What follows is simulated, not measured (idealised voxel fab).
The document below concerns the process module designated voxel transistor to metal.
The cross-section on display is named cut; it measures 160 nm wide, and its cells are 5 nm squares.
The cross-sections in this document take the form of a grid made of square cells. They are written out as bands, in order from top to bottom. Each band consists of one or more rows of cells. Band: top height; bottom height; in nm. Then, left to right: material with width in nm, for each material. "all across": a single material spanning edge to edge. "blank": empty space. It should be noted that heights are counted from 0, beneath which the wafer as supplied is of one material throughout, and that the lowest band possesses no lower boundary but continues downward, as written in "top 0, no bottom". With a width like "30 to 40", each row of cells in the band differs from the next by the same amount, the top row carrying the first number and the bottom row the second. What does "nothing altered" mean for a step? It means no cell of the cross-section changed in that step. "Enclosed cavity list" - sealed voids, min. 8 cells, no opening to top; format: width x height at distance (distance from left edge; nm throughout). Step line, after settings: the simulator's comment on this step. overlay nm: right-of-plan distance of the mask on a masked step; negative values mean left-of-plan. In what follows, pairs of cross-sections are presented, each taken before and after one process step, with the after cross-section shown only down to the lowest band that was altered; the step, together with its settings, is stated below the pair. The pairs may stem from different runs of this module on the same starting wafer; accordingly, a pair should be taken as continuing from the one above it solely where its entry headed "Before the process" indicates as much.
**Before the process**
    top 0, no bottom: Si all across
    Enclosed cavity list: none
**Resulting Structure**
    top 0, bottom -5: SiO2 all across
    Nothing below the height -5 has changed.
    Enclosed cavity list: none
Which process step falls between the two cross-sections above? op OXIDIZE | depth nm 5
Before the process: it's just the after picture from the pair right above this one.
**Resulting Structure**
    top 15, bottom 0: SiN all across
    Nothing below the height 0 has changed.
    Enclosed cavity list: none
Which process step falls between the two cross-sections above? op CONFORMAL_DEP | material SiN | thk nm 15
Before the process: it's just the after picture from the pair right above this one.
**Resulting Structure**
    top 30, bottom 15: 20 nm blank, 120 nm resist, 20 nm blank
    Nothing below the height 15 has changed.
    Enclosed cavity list: none
Which process step falls between the two cross-sections above? op PATTERN | tone cover | mask id ACTIVE | material resist | width nm 120 | thk nm 15 | overlay nm 0
Before the process: it's just the after picture from the pair right above this one.
**Resulting Structure**
    top 30, bottom 15: 20 nm blank, 120 nm resist, 20 nm blank
    top 15, bottom 0: 20 nm blank, 120 nm SiN, 20 nm blank
    Nothing below the height 0 has changed.
    Enclosed cavity list: none
Which process step falls between the two cross-sections above? op DIRECTIONAL_ETCH | etch materials SiN | depth nm 15
Before the process: it's just the after picture from the pair right above this one.
**Resulting Structure**
    top 30, bottom 15: 20 nm blank, 120 nm resist, 20 nm blank
    top 15, bottom 0: 20 nm blank, 120 nm SiN, 20 nm blank
    top 0, bottom -5: 20 nm blank, 120 nm SiO2, 20 nm blank
    Nothing below the height -5 has changed.
    Enclosed cavity list: none
Which process step falls between the two cross-sections above? op DIRECTIONAL_ETCH | etch materials SiO2 | depth nm 5
Before the process: it's just the after picture from the pair right above this one.
**Resulting Structure**
    top 30, bottom 15: 20 nm blank, 120 nm resist, 20 nm blank
    top 15, bottom 0: 20 nm blank, 120 nm SiN, 20 nm blank
    top 0, bottom -5: 20 nm blank, 120 nm SiO2, 20 nm blank
    top -5, bottom -40: 20 nm blank, 120 nm Si, 20 nm blank
    Nothing below the height -40 has changed.
    Enclosed cavity list: none
Which process step falls between the two cross-sections above? op DIRECTIONAL_ETCH | etch materials Si | depth nm 35
Before the process: it's just the after picture from the pair right above this one.
**Resulting Structure**
    top 15, bottom 0: 20 nm blank, 120 nm SiN, 20 nm blank
    Nothing below the height 0 has changed.
    Enclosed cavity list: none
Which process step falls between the two cross-sections above? op STRIP | etch materials resist
Before the process: it's just the after picture from the pair right above this one.
**Resulting Structure**
    top 15, bottom 0: 20 nm blank, 120 nm SiN, 20 nm blank
    top 0, bottom -5: 20 nm blank, 120 nm SiO2, 20 nm blank
    top -5, bottom -40: 20 nm blank, 5 nm SiO2, 110 nm Si, 5 nm SiO2, 20 nm blank
    top -40, bottom -45: 25 nm SiO2, 110 nm Si, 25 nm SiO2
    Nothing below the height -45 has changed.
    Enclosed cavity list: none
Which process step falls between the two cross-sections above? op OXIDIZE | depth nm 5
Before the process: it's just the after picture from the pair right above this one.
**Resulting Structure**
    top 20, bottom 15: SiO2 all across
    top 15, bottom 0: 20 nm SiO2, 120 nm SiN, 20 nm SiO2
    top 0, bottom -5: SiO2 all across
    top -5, bottom -45: 25 nm SiO2, 110 nm Si, 25 nm SiO2
    Nothing below the height -45 has changed.
    Enclosed cavity list: none
Which process step falls between the two cross-sections above? op FILL_DEP | material SiO2 | thk nm 5
Before the process: it's just the after picture from the pair right above this one.
**Resulting Structure**
    top 15, bottom 0: 20 nm SiO2, 120 nm SiN, 20 nm SiO2
    Nothing below the height 0 has changed.
    Enclosed cavity list: none
Which process step falls between the two cross-sections above? op CMP | height nm 15
Before the process: it's just the after picture from the pair right above this one.
**Resulting Structure**
    top 15, bottom 10: 20 nm blank, 120 nm SiN, 20 nm blank
    Nothing below the height 10 has changed.
    Enclosed cavity list: none
Which process step falls between the two cross-sections above? op SELECTIVE_ETCH | etch materials SiO2 | depth nm 5
Before the process: it's just the after picture from the pair right above this one.
**Resulting Structure**
    top 10, bottom 0: 20 nm SiO2, 120 nm blank, 20 nm SiO2
    Nothing below the height 0 has changed.
    Enclosed cavity list: none
Which process step falls between the two cross-sections above? op STRIP | etch materials SiN
Before the process: it's just the after picture from the pair right above this one.
**Resulting Structure**
    top 5, bottom -5: 15 nm SiO2, 130 nm blank, 15 nm SiO2
    Nothing below the height -5 has changed.
    Enclosed cavity list: none
Which process step falls between the two cross-sections above? op SELECTIVE_ETCH | etch materials SiO2 | depth nm 5
Before the process: it's just the after picture from the pair right above this one.
**Resulting Structure**
    top 5, bottom -5: 15 nm SiO2, 130 nm blank, 15 nm SiO2
    top -5, bottom -10: SiO2 all across
    Nothing below the height -10 has changed.
    Enclosed cavity list: none
Which process step falls between the two cross-sections above? op OXIDIZE | depth nm 5
Before the process: it's just the after picture from the pair right above this one.
**Resulting Structure**
    top 25, bottom 15: 15 nm polySi, 130 nm blank, 15 nm polySi
    top 15, bottom 5: polySi all across
    top 5, bottom -5: 15 nm SiO2, 130 nm polySi, 15 nm SiO2
    Nothing below the height -5 has changed.
    Enclosed cavity list: none
Which process step falls between the two cross-sections above? op DIRECTIONAL_DEP | material polySi | thk nm 20
Before the process: it's just the after picture from the pair right above this one.
**Resulting Structure**
    top 35, bottom 25: 15 nm SiCN, 130 nm blank, 15 nm SiCN
    top 25, bottom 15: 15 nm polySi, 130 nm SiCN, 15 nm polySi
    Nothing below the height 15 has changed.
    Enclosed cavity list: none
Which process step falls between the two cross-sections above? op DIRECTIONAL_DEP | material SiCN | thk nm 10
Before the process: it's just the after picture from the pair right above this one.
**Resulting Structure**
    top 25, bottom 15: 15 nm polySi, 50 nm blank, 30 nm SiCN, 50 nm blank, 15 nm polySi
    Nothing below the height 15 has changed.
    Enclosed cavity list: none
Which process step falls between the two cross-sections above? op MASKED_ETCH | tone cover | mask id GATE | width nm 30 | etch materials SiCN | depth nm 20 | overlay nm 0
Before the process: it's just the after picture from the pair right above this one.
**Resulting Structure**
    top 25, bottom 15: 65 nm blank, 30 nm SiCN, 65 nm blank
    top 15, bottom 5: 65 nm blank, 30 nm polySi, 65 nm blank
    top 5, bottom -5: 15 nm SiO2, 50 nm blank, 30 nm polySi, 50 nm blank, 15 nm SiO2
    Nothing below the height -5 has changed.
    Enclosed cavity list: none
Which process step falls between the two cross-sections above? op MASKED_ETCH | tone cover | mask id GATE | width nm 30 | etch materials polySi | depth nm 30 | overlay nm 0
Before the process: it's just the after picture from the pair right above this one.
**Resulting Structure**
    top 30, bottom 25: 60 nm blank, 40 nm SiO2, 60 nm blank
    top 25, bottom 15: 60 nm blank, 5 nm SiO2, 30 nm SiCN, 5 nm SiO2, 60 nm blank
    top 15, bottom 10: 60 nm blank, 5 nm SiO2, 30 nm polySi, 5 nm SiO2, 60 nm blank
    top 10, bottom 0: 20 nm SiO2, 40 nm blank, 5 nm SiO2, 30 nm polySi, 5 nm SiO2, 40 nm blank, 20 nm SiO2
    top 0, bottom -5: 65 nm SiO2, 30 nm polySi, 65 nm SiO2
    Nothing below the height -5 has changed.
    Enclosed cavity list: none
Which process step falls between the two cross-sections above? op CONFORMAL_DEP | material SiO2 | thk nm 5
Before the process: it's just the after picture from the pair right above this one.
**Resulting Structure**
    top 25, bottom 15: 60 nm blank, 5 nm SiO2, 30 nm SiCN, 5 nm SiO2, 60 nm blank
    top 15, bottom 5: 60 nm blank, 5 nm SiO2, 30 nm polySi, 5 nm SiO2, 60 nm blank
    top 5, bottom -5: 20 nm SiO2, 40 nm blank, 5 nm SiO2, 30 nm polySi, 5 nm SiO2, 40 nm blank, 20 nm SiO2
    Nothing below the height -5 has changed.
    Enclosed cavity list: none
Which process step falls between the two cross-sections above? op DIRECTIONAL_ETCH | etch materials SiO2 | depth nm 5
Before the process: it's just the after picture from the pair right above this one.
**Resulting Structure**
    top 30, bottom 25: 55 nm blank, 50 nm SiN, 55 nm blank
    top 25, bottom 15: 55 nm blank, 5 nm SiN, 5 nm SiO2, 30 nm SiCN, 5 nm SiO2, 5 nm SiN, 55 nm blank
    top 15, bottom 10: 55 nm blank, 5 nm SiN, 5 nm SiO2, 30 nm polySi, 5 nm SiO2, 5 nm SiN, 55 nm blank
    top 10, bottom 5: 25 nm SiN, 30 nm blank, 5 nm SiN, 5 nm SiO2, 30 nm polySi, 5 nm SiO2, 5 nm SiN, 30 nm blank, 25 nm SiN
    top 5, bottom 0: 20 nm SiO2, 5 nm SiN, 30 nm blank, 5 nm SiN, 5 nm SiO2, 30 nm polySi, 5 nm SiO2, 5 nm SiN, 30 nm blank, 5 nm SiN, 20 nm SiO2
    top 0, bottom -5: 20 nm SiO2, 40 nm SiN, 5 nm SiO2, 30 nm polySi, 5 nm SiO2, 40 nm SiN, 20 nm SiO2
    Nothing below the height -5 has changed.
    Enclosed cavity list: none
Which process step falls between the two cross-sections above? op CONFORMAL_DEP | material SiN | thk nm 5
Before the process: it's just the after picture from the pair right above this one.
**Resulting Structure**
    top 25, bottom 15: 55 nm blank, 5 nm SiN, 5 nm SiO2, 30 nm SiCN, 5 nm SiO2, 5 nm SiN, 55 nm blank
    top 15, bottom 5: 55 nm blank, 5 nm SiN, 5 nm SiO2, 30 nm polySi, 5 nm SiO2, 5 nm SiN, 55 nm blank
    top 5, bottom -5: 20 nm SiO2, 5 nm SiN, 30 nm blank, 5 nm SiN, 5 nm SiO2, 30 nm polySi, 5 nm SiO2, 5 nm SiN, 30 nm blank, 5 nm SiN, 20 nm SiO2
    Nothing below the height -5 has changed.
    Enclosed cavity list: none
Which process step falls between the two cross-sections above? op DIRECTIONAL_ETCH | etch materials SiN | depth nm 5
Before the process: it's just the after picture from the pair right above this one.
**Resulting Structure**
    top 25, bottom 20: 55 nm blank, 5 nm SiN, 5 nm blank, 30 nm SiCN, 5 nm blank, 5 nm SiN, 55 nm blank
    top 20, bottom 15: 55 nm blank, 5 nm SiN, 5 nm SiO2, 30 nm SiCN, 5 nm SiO2, 5 nm SiN, 55 nm blank
    top 15, bottom 5: 55 nm blank, 5 nm SiN, 5 nm SiO2, 30 nm polySi, 5 nm SiO2, 5 nm SiN, 55 nm blank
    top 5, bottom 0: 20 nm blank, 5 nm SiN, 30 nm blank, 5 nm SiN, 5 nm SiO2, 30 nm polySi, 5 nm SiO2, 5 nm SiN, 30 nm blank, 5 nm SiN, 20 nm blank
    top 0, bottom -5: 20 nm SiO2, 5 nm SiN, 30 nm blank, 5 nm SiN, 5 nm SiO2, 30 nm polySi, 5 nm SiO2, 5 nm SiN, 30 nm blank, 5 nm SiN, 20 nm SiO2
    top -5, bottom -10: 25 nm SiO2, 30 nm blank, 50 nm SiO2, 30 nm blank, 25 nm SiO2
    Nothing below the height -10 has changed.
    Enclosed cavity list: none
Which process step falls between the two cross-sections above? op DIRECTIONAL_ETCH | etch materials SiO2 | depth nm 5
Before the process: it's just the after picture from the pair right above this one.
**Resulting Structure**
    top 25, bottom 20: 55 nm blank, 5 nm SiN, 5 nm blank, 30 nm SiCN, 5 nm blank, 5 nm SiN, 55 nm blank
    top 20, bottom 15: 55 nm blank, 5 nm SiN, 5 nm SiO2, 30 nm SiCN, 5 nm SiO2, 5 nm SiN, 55 nm blank
    top 15, bottom 5: 55 nm blank, 5 nm SiN, 5 nm SiO2, 30 nm polySi, 5 nm SiO2, 5 nm SiN, 55 nm blank
    top 5, bottom 0: 20 nm blank, 5 nm SiN, 30 nm blank, 5 nm SiN, 5 nm SiO2, 30 nm polySi, 5 nm SiO2, 5 nm SiN, 30 nm blank, 5 nm SiN, 20 nm blank
    top 0, bottom -5: 20 nm SiO2, 5 nm SiN, 30 nm blank, 5 nm SiN, 5 nm SiO2, 30 nm polySi, 5 nm SiO2, 5 nm SiN, 30 nm blank, 5 nm SiN, 20 nm SiO2
    top -5, bottom -10: 25 nm SiO2, 30 nm blank, 50 nm SiO2, 30 nm blank, 25 nm SiO2
    top -10, bottom -25: 25 nm SiO2, 30 nm blank, 50 nm Si, 30 nm blank, 25 nm SiO2
    Nothing below the height -25 has changed.
    Enclosed cavity list: none
Which process step falls between the two cross-sections above? op DIRECTIONAL_ETCH | etch materials Si | depth nm 15
Before the process: it's just the after picture from the pair right above this one.
**Resulting Structure**
    top 25, bottom 20: 55 nm blank, 5 nm SiN, 5 nm blank, 30 nm SiCN, 5 nm blank, 5 nm SiN, 55 nm blank
    top 20, bottom 15: 55 nm blank, 5 nm SiN, 5 nm SiO2, 30 nm SiCN, 5 nm SiO2, 5 nm SiN, 55 nm blank
    top 15, bottom 10: 55 nm blank, 5 nm SiN, 5 nm SiO2, 30 nm polySi, 5 nm SiO2, 5 nm SiN, 55 nm blank
    top 10, bottom 5: 35 nm blank, 20 nm SiGe, 5 nm SiN, 5 nm SiO2, 30 nm polySi, 5 nm SiO2, 5 nm SiN, 20 nm SiGe, 35 nm blank
    top 5, bottom 0: 20 nm blank, 5 nm SiN, 10 nm blank, 20 nm SiGe, 5 nm SiN, 5 nm SiO2, 30 nm polySi, 5 nm SiO2, 5 nm SiN, 20 nm SiGe, 10 nm blank, 5 nm SiN, 20 nm blank
    top 0, bottom -5: 20 nm SiO2, 5 nm SiN, 10 nm blank, 20 nm SiGe, 5 nm SiN, 5 nm SiO2, 30 nm polySi, 5 nm SiO2, 5 nm SiN, 20 nm SiGe, 10 nm blank, 5 nm SiN, 20 nm SiO2
    top -5, bottom -10: 25 nm SiO2, 30 nm SiGe, 50 nm SiO2, 30 nm SiGe, 25 nm SiO2
    top -10, bottom -25: 25 nm SiO2, 30 nm SiGe, 50 nm Si, 30 nm SiGe, 25 nm SiO2
    Nothing below the height -25 has changed.
    Enclosed cavity list: none
Which process step falls between the two cross-sections above? op EPI | material SiGe | thk nm 20
Before the process: it's just the after picture from the pair right above this one.
**Resulting Structure**
    top 35, bottom 25: SiO2 all across
    top 25, bottom 15: 55 nm SiO2, 5 nm SiN, 5 nm SiO2, 30 nm SiCN, 5 nm SiO2, 5 nm SiN, 55 nm SiO2
    top 15, bottom 10: 55 nm SiO2, 5 nm SiN, 5 nm SiO2, 30 nm polySi, 5 nm SiO2, 5 nm SiN, 55 nm SiO2
    top 10, bottom 5: 35 nm SiO2, 20 nm SiGe, 5 nm SiN, 5 nm SiO2, 30 nm polySi, 5 nm SiO2, 5 nm SiN, 20 nm SiGe, 35 nm SiO2
    top 5, bottom -5: 20 nm SiO2, 5 nm SiN, 10 nm SiO2, 20 nm SiGe, 5 nm SiN, 5 nm SiO2, 30 nm polySi, 5 nm SiO2, 5 nm SiN, 20 nm SiGe, 10 nm SiO2, 5 nm SiN, 20 nm SiO2
    Nothing below the height -5 has changed.
    Enclosed cavity list: none
Which process step falls between the two cross-sections above? op FILL_DEP | material SiO2 | thk nm 10
Before the process: it's just the after picture from the pair right above this one.
**Resulting Structure**
    top 15, bottom 10: 55 nm SiO2, 5 nm SiN, 5 nm SiO2, 30 nm polySi, 5 nm SiO2, 5 nm SiN, 55 nm SiO2
    Nothing below the height 10 has changed.
    Enclosed cavity list: none
Which process step falls between the two cross-sections above? op CMP | height nm 15
Before the process: it's just the after picture from the pair right above this one.
**Resulting Structure**
    top 15, bottom 10: 55 nm SiO2, 5 nm SiN, 5 nm SiO2, 30 nm blank, 5 nm SiO2, 5 nm SiN, 55 nm SiO2
    top 10, bottom 5: 35 nm SiO2, 20 nm SiGe, 5 nm SiN, 5 nm SiO2, 30 nm blank, 5 nm SiO2, 5 nm SiN, 20 nm SiGe, 35 nm SiO2
    top 5, bottom -5: 20 nm SiO2, 5 nm SiN, 10 nm SiO2, 20 nm SiGe, 5 nm SiN, 5 nm SiO2, 30 nm blank, 5 nm SiO2, 5 nm SiN, 20 nm SiGe, 10 nm SiO2, 5 nm SiN, 20 nm SiO2
    Nothing below the height -5 has changed.
    Enclosed cavity list: none
Which process step falls between the two cross-sections above? op STRIP | etch materials polySi
Before the process: it's just the after picture from the pair right above this one.
**Resulting Structure**
    top 15, bottom 10: 55 nm blank, 5 nm SiN, 40 nm blank, 5 nm SiN, 55 nm blank
    top 10, bottom 5: 35 nm SiO2, 20 nm SiGe, 5 nm SiN, 40 nm blank, 5 nm SiN, 20 nm SiGe, 35 nm SiO2
    top 5, bottom -5: 20 nm SiO2, 5 nm SiN, 10 nm SiO2, 20 nm SiGe, 5 nm SiN, 40 nm blank, 5 nm SiN, 20 nm SiGe, 10 nm SiO2, 5 nm SiN, 20 nm SiO2
    top -5, bottom -10: 25 nm SiO2, 30 nm SiGe, 5 nm SiO2, 40 nm blank, 5 nm SiO2, 30 nm SiGe, 25 nm SiO2
    Nothing below the height -10 has changed.
    Enclosed cavity list: none
Which process step falls between the two cross-sections above? op SELECTIVE_ETCH | etch materials SiO2 | depth nm 5
Before the process: it's just the after picture from the pair right above this one.
**Resulting Structure**
    top 20, bottom 15: 50 nm blank, 15 nm HfO2, 30 nm blank, 15 nm HfO2, 50 nm blank
    top 15, bottom 10: 55 nm HfO2, 5 nm SiN, 5 nm HfO2, 30 nm blank, 5 nm HfO2, 5 nm SiN, 55 nm HfO2
    top 10, bottom 5: 35 nm SiO2, 20 nm SiGe, 5 nm SiN, 5 nm HfO2, 30 nm blank, 5 nm HfO2, 5 nm SiN, 20 nm SiGe, 35 nm SiO2
    top 5, bottom -5: 20 nm SiO2, 5 nm SiN, 10 nm SiO2, 20 nm SiGe, 5 nm SiN, 5 nm HfO2, 30 nm blank, 5 nm HfO2, 5 nm SiN, 20 nm SiGe, 10 nm SiO2, 5 nm SiN, 20 nm SiO2
    top -5, bottom -10: 25 nm SiO2, 30 nm SiGe, 5 nm SiO2, 40 nm HfO2, 5 nm SiO2, 30 nm SiGe, 25 nm SiO2
    Nothing below the height -10 has changed.
    Enclosed cavity list: none
Which process step falls between the two cross-sections above? op CONFORMAL_DEP | material HfO2 | thk nm 5
Before the process: it's just the after picture from the pair right above this one.
**Resulting Structure**
    top 25, bottom 20: 45 nm blank, 25 nm TiN, 20 nm blank, 25 nm TiN, 45 nm blank
    top 20, bottom 15: 50 nm TiN, 15 nm HfO2, 5 nm TiN, 20 nm blank, 5 nm TiN, 15 nm HfO2, 50 nm TiN
    top 15, bottom 10: 55 nm HfO2, 5 nm SiN, 5 nm HfO2, 5 nm TiN, 20 nm blank, 5 nm TiN, 5 nm HfO2, 5 nm SiN, 55 nm HfO2
    top 10, bottom 5: 35 nm SiO2, 20 nm SiGe, 5 nm SiN, 5 nm HfO2, 5 nm TiN, 20 nm blank, 5 nm TiN, 5 nm HfO2, 5 nm SiN, 20 nm SiGe, 35 nm SiO2
    top 5, bottom 0: 20 nm SiO2, 5 nm SiN, 10 nm SiO2, 20 nm SiGe, 5 nm SiN, 5 nm HfO2, 5 nm TiN, 20 nm blank, 5 nm TiN, 5 nm HfO2, 5 nm SiN, 20 nm SiGe, 10 nm SiO2, 5 nm SiN, 20 nm SiO2
    top 0, bottom -5: 20 nm SiO2, 5 nm SiN, 10 nm SiO2, 20 nm SiGe, 5 nm SiN, 5 nm HfO2, 30 nm TiN, 5 nm HfO2, 5 nm SiN, 20 nm SiGe, 10 nm SiO2, 5 nm SiN, 20 nm SiO2
    Nothing below the height -5 has changed.
    Enclosed cavity list: none
Which process step falls between the two cross-sections above? op CONFORMAL_DEP | material TiN | thk nm 5
Before the process: it's just the after picture from the pair right above this one.
**Resulting Structure**
    top 35, bottom 25: W all across
    top 25, bottom 20: 45 nm W, 25 nm TiN, 20 nm W, 25 nm TiN, 45 nm W
    top 20, bottom 15: 50 nm TiN, 15 nm HfO2, 5 nm TiN, 20 nm W, 5 nm TiN, 15 nm HfO2, 50 nm TiN
    top 15, bottom 10: 55 nm HfO2, 5 nm SiN, 5 nm HfO2, 5 nm TiN, 20 nm W, 5 nm TiN, 5 nm HfO2, 5 nm SiN, 55 nm HfO2
    top 10, bottom 5: 35 nm SiO2, 20 nm SiGe, 5 nm SiN, 5 nm HfO2, 5 nm TiN, 20 nm W, 5 nm TiN, 5 nm HfO2, 5 nm SiN, 20 nm SiGe, 35 nm SiO2
    top 5, bottom 0: 20 nm SiO2, 5 nm SiN, 10 nm SiO2, 20 nm SiGe, 5 nm SiN, 5 nm HfO2, 5 nm TiN, 20 nm W, 5 nm TiN, 5 nm HfO2, 5 nm SiN, 20 nm SiGe, 10 nm SiO2, 5 nm SiN, 20 nm SiO2
    Nothing below the height 0 has changed.
    Enclosed cavity list: none
Which process step falls between the two cross-sections above? op FILL_DEP | material W | thk nm 10
Before the process: it's just the after picture from the pair right above this one.
**Resulting Structure**
    top 10, bottom 5: 35 nm SiO2, 20 nm SiGe, 5 nm SiN, 5 nm HfO2, 5 nm TiN, 20 nm W, 5 nm TiN, 5 nm HfO2, 5 nm SiN, 20 nm SiGe, 35 nm SiO2
    Nothing below the height 5 has changed.
    Enclosed cavity list: none
Which process step falls between the two cross-sections above? op CMP | height nm 10
Before the process: it's just the after picture from the pair right above this one.
**Resulting Structure**
    top 20, bottom 10: SiO2 all across
    Nothing below the height 10 has changed.
    Enclosed cavity list: none
Which process step falls between the two cross-sections above? op DIRECTIONAL_DEP | material SiO2 | thk nm 10
Before the process: it's just the after picture from the pair right above this one.
**Resulting Structure**
    top 35, bottom 20: 25 nm resist, 20 nm blank, 70 nm resist, 20 nm blank, 25 nm resist
    Nothing below the height 20 has changed.
    Enclosed cavity list: none
Which process step falls between the two cross-sections above? op PATTERN | tone open | mask id CONTACT | material resist | width nm 20 | pitch nm 90 | thk nm 15 | overlay nm 0
Before the process: it's just the after picture from the pair right above this one.
**Resulting Structure**
    top 35, bottom 20: 25 nm resist, 20 nm blank, 70 nm resist, 20 nm blank, 25 nm resist
    top 20, bottom 10: 25 nm SiO2, 20 nm blank, 70 nm SiO2, 20 nm blank, 25 nm SiO2
    top 10, bottom 5: 25 nm SiO2, 10 nm blank, 20 nm SiGe, 5 nm SiN, 5 nm HfO2, 5 nm TiN, 20 nm W, 5 nm TiN, 5 nm HfO2, 5 nm SiN, 20 nm SiGe, 10 nm blank, 25 nm SiO2
    top 5, bottom 0: 20 nm SiO2, 5 nm SiN, 10 nm blank, 20 nm SiGe, 5 nm SiN, 5 nm HfO2, 5 nm TiN, 20 nm W, 5 nm TiN, 5 nm HfO2, 5 nm SiN, 20 nm SiGe, 10 nm blank, 5 nm SiN, 20 nm SiO2
    top 0, bottom -5: 20 nm SiO2, 5 nm SiN, 10 nm blank, 20 nm SiGe, 5 nm SiN, 5 nm HfO2, 30 nm TiN, 5 nm HfO2, 5 nm SiN, 20 nm SiGe, 10 nm blank, 5 nm SiN, 20 nm SiO2
    Nothing below the height -5 has changed.
    Enclosed cavity list: none
Which process step falls between the two cross-sections above? op DIRECTIONAL_ETCH | etch materials SiO2 | depth nm 25
Before the process: it's just the after picture from the pair right above this one.
**Resulting Structure**
    top 20, bottom 10: 25 nm SiO2, 20 nm blank, 70 nm SiO2, 20 nm blank, 25 nm SiO2
    Nothing below the height 10 has changed.
    Enclosed cavity list: none
Which process step falls between the two cross-sections above? op STRIP | etch materials resist
Before the process: it's just the after picture from the pair right above this one.
**Resulting Structure**
    top 25, bottom 20: 30 nm TiN, 10 nm blank, 80 nm TiN, 10 nm blank, 30 nm TiN
    top 20, bottom 15: 25 nm SiO2, 5 nm TiN, 10 nm blank, 5 nm TiN, 70 nm SiO2, 5 nm TiN, 10 nm blank, 5 nm TiN, 25 nm SiO2
    top 15, bottom 10: 25 nm SiO2, 20 nm TiN, 70 nm SiO2, 20 nm TiN, 25 nm SiO2
    top 10, bottom 5: 25 nm SiO2, 10 nm TiN, 20 nm SiGe, 5 nm SiN, 5 nm HfO2, 5 nm TiN, 20 nm W, 5 nm TiN, 5 nm HfO2, 5 nm SiN, 20 nm SiGe, 10 nm TiN, 25 nm SiO2
    top 5, bottom 0: 20 nm SiO2, 5 nm SiN, 10 nm TiN, 20 nm SiGe, 5 nm SiN, 5 nm HfO2, 5 nm TiN, 20 nm W, 5 nm TiN, 5 nm HfO2, 5 nm SiN, 20 nm SiGe, 10 nm TiN, 5 nm SiN, 20 nm SiO2
    top 0, bottom -5: 20 nm SiO2, 5 nm SiN, 10 nm TiN, 20 nm SiGe, 5 nm SiN, 5 nm HfO2, 30 nm TiN, 5 nm HfO2, 5 nm SiN, 20 nm SiGe, 10 nm TiN, 5 nm SiN, 20 nm SiO2
    Nothing below the height -5 has changed.
    Enclosed cavity list: none
Which process step falls between the two cross-sections above? op CONFORMAL_DEP | material TiN | thk nm 5
Before the process: it's just the after picture from the pair right above this one.
**Resulting Structure**
    top 30, bottom 25: W all across
    top 25, bottom 20: 30 nm TiN, 10 nm W, 80 nm TiN, 10 nm W, 30 nm TiN
    top 20, bottom 15: 25 nm SiO2, 5 nm TiN, 10 nm W, 5 nm TiN, 70 nm SiO2, 5 nm TiN, 10 nm W, 5 nm TiN, 25 nm SiO2
    Nothing below the height 15 has changed.
    Enclosed cavity list: none
Which process step falls between the two cross-sections above? op FILL_DEP | material W | thk nm 5
Before the process: it's just the after picture from the pair right above this one.
**Resulting Structure**
    top 20, bottom 15: 25 nm SiO2, 5 nm TiN, 10 nm W, 5 nm TiN, 70 nm SiO2, 5 nm TiN, 10 nm W, 5 nm TiN, 25 nm SiO2
    Nothing below the height 15 has changed.
    Enclosed cavity list: none
Which process step falls between the two cross-sections above? op CMP | height nm 20
Before the process: it's just the after picture from the pair right above this one.
**Resulting Structure**
    top 25, bottom 20: TiN all across
    Nothing below the height 20 has changed.
    Enclosed cavity list: none
Which process step falls between the two cross-sections above? op DIRECTIONAL_DEP | material TiN | thk nm 5
Before the process: it's just the after picture from the pair right above this one.
**Resulting Structure**
    top 45, bottom 25: W all across
    Nothing below the height 25 has changed.
    Enclosed cavity list: none
Which process step falls between the two cross-sections above? op DIRECTIONAL_DEP | material W | thk nm 20
Before the process: it's just the after picture from the pair right above this one.
**Resulting Structure**
    top 65, bottom 45: 25 nm blank, 20 nm resist, 70 nm blank, 20 nm resist, 25 nm blank
    Nothing below the height 45 has changed.
    Enclosed cavity list: none
Which process step falls between the two cross-sections above? op PATTERN | tone cover | mask id METAL_1 | material resist | width nm 20 | pitch nm 90 | thk nm 20 | overlay nm 0
Before the process: it's just the after picture from the pair right above this one.
**Resulting Structure**
    top 65, bottom 45: 25 nm blank, 20 nm resist, 70 nm blank, 20 nm resist, 25 nm blank
    top 45, bottom 25: 25 nm blank, 20 nm W, 70 nm blank, 20 nm W, 25 nm blank
    Nothing below the height 25 has changed.
    Enclosed cavity list: none
Which process step falls between the two cross-sections above? op DIRECTIONAL_ETCH | etch materials W | depth nm 20
Before the process: it's just the after picture from the pair right above this one.
**Resulting Structure**
    top 65, bottom 45: 25 nm blank, 20 nm resist, 70 nm blank, 20 nm resist, 25 nm blank
    top 45, bottom 25: 25 nm blank, 20 nm W, 70 nm blank, 20 nm W, 25 nm blank
    top 25, bottom 20: 25 nm blank, 20 nm TiN, 70 nm blank, 20 nm TiN, 25 nm blank
    Nothing below the height 20 has changed.
    Enclosed cavity list: none
Which process step falls between the two cross-sections above? op DIRECTIONAL_ETCH | etch materials TiN | depth nm 5
Before the process: it's just the after picture from the pair right above this one.
**Resulting Structure**
    top 45, bottom 25: 25 nm blank, 20 nm W, 70 nm blank, 20 nm W, 25 nm blank
    Nothing below the height 25 has changed.
    Enclosed cavity list: none
Which process step falls between the two cross-sections above? op STRIP | etch materials resist
Before the process: it's just the after picture from the pair right above this one.
**Resulting Structure**
    top 50, bottom 45: 20 nm blank, 30 nm SiN, 60 nm blank, 30 nm SiN, 20 nm blank
    top 45, bottom 25: 20 nm blank, 5 nm SiN, 20 nm W, 5 nm SiN, 60 nm blank, 5 nm SiN, 20 nm W, 5 nm SiN, 20 nm blank
    top 25, bottom 20: 25 nm SiN, 20 nm TiN, 70 nm SiN, 20 nm TiN, 25 nm SiN
    Nothing below the height 20 has changed.
    Enclosed cavity list: none
Which process step falls between the two cross-sections above? op CONFORMAL_DEP | material SiN | thk nm 5
Before the process: it's just the after picture from the pair right above this one.
**Resulting Structure**
    top 60, bottom 50: SiO2 all across
    top 50, bottom 45: 20 nm SiO2, 30 nm SiN, 60 nm SiO2, 30 nm SiN, 20 nm SiO2
    top 45, bottom 25: 20 nm SiO2, 5 nm SiN, 20 nm W, 5 nm SiN, 60 nm SiO2, 5 nm SiN, 20 nm W, 5 nm SiN, 20 nm SiO2
    Nothing below the height 25 has changed.
    Enclosed cavity list: none
Which process step falls between the two cross-sections above? op FILL_DEP | material SiO2 | thk nm 10
Before the process: it's just the after picture from the pair right above this one.
**Resulting Structure**
    top 45, bottom 25: 20 nm SiO2, 5 nm SiN, 20 nm W, 5 nm SiN, 60 nm SiO2, 5 nm SiN, 20 nm W, 5 nm SiN, 20 nm SiO2
    Nothing below the height 25 has changed.
    Enclosed cavity list: none
Which process step falls between the two cross-sections above? op CMP | height nm 45
Before the process: it's just the after picture from the pair right above this one.
**Resulting Structure**
    top 50, bottom 45: SiCN all across
    Nothing below the height 45 has changed.
    Enclosed cavity list: none
Which process step falls between the two cross-sections above? op CONFORMAL_DEP | material SiCN | thk nm 5
Before the process: it's just the after picture from the pair right above this one.
**Resulting Structure**
    top 85, bottom 50: SiO2 all across
    Nothing below the height 50 has changed.
    Enclosed cavity list: none
Which process step falls between the two cross-sections above? op DIRECTIONAL_DEP | material SiO2 | thk nm 35
